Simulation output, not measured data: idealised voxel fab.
Process module in this document: voxel lift off
The cross-section on display is named cut; it measures 170 nm wide, and its cells are 5 nm squares.
Cross-sections here: square-cell grids, written as top-down lists of bands, a band being one or more rows of cells. Look at the band entry: it leads with the top's height and the bottom's height in nm. Then it lists the materials left to right, with a width in nm for each. The word "all across" on a single material says that material fills the band edge to edge. The word "blank" is empty space. A quick word on heights: they are counted from 0, and under that level the wafer as it came to us is one material throughout. The lowest band is different from the rest in having no bottom; it simply continues downward, written as in "z 0 and below". A width given as "30 to 40" starts at the first number in the band's top row and ends at the second number in its bottom row, shifting by an equal amount at every step from row to row. Reading "identical to before" for a step: not a cell of the cross-section changed in it. Basically, "Closed internal voids" tells you about the enclosed voids: empty spaces with no open way to the top, 8 cells or bigger, each written width x height at distance, where distance is from the left edge, all in nm. On each step's line, the part that comes after the settings is the simulator's own comment on the step. A step's line can hold "overlay nm"; with a mask on that step, the setting says how far right of the planned place the mask lay, while a negative setting says it lay to the left.
Planned process steps:
| 1 | RECEIVE | material Si |
| 2 | CONFORMAL_DEP | material SiO2 | thk nm 15 |
| 3 | PATTERN | tone open | mask id LINES | material resist | width nm 25 | pitch nm 55 | thk nm 15 | overlay nm 0 |
| 4 | DIRECTIONAL_DEP | material Ru | thk nm 5 |
| 5 | STRIP | etch materials resist |
| 6 | CONFORMAL_DEP | material SiO2 | thk nm 5 |
Step 1 complete: cross-section of the wafer as received:
* z 0 and below: Si all across
* Closed internal voids: none
What the wafer looks like in cross-section after this module, when it starts as shown above and follows the plan above but one mistake is made in running it:
* z 40 to 35: blank=10 | SiO2=35 | blank=20 | SiO2=35 | blank=20 | SiO2=35 | blank=15
* z 35 to 30: SiO2=15 | Ru=25 | SiO2=30 | Ru=25 | SiO2=30 | Ru=25 | SiO2=20
* z 30 to 0: SiO2 all across
* z 0 and below: Si all across
* Closed internal voids: none
Where did the run depart from the plan? step 2 from the plan got run twice
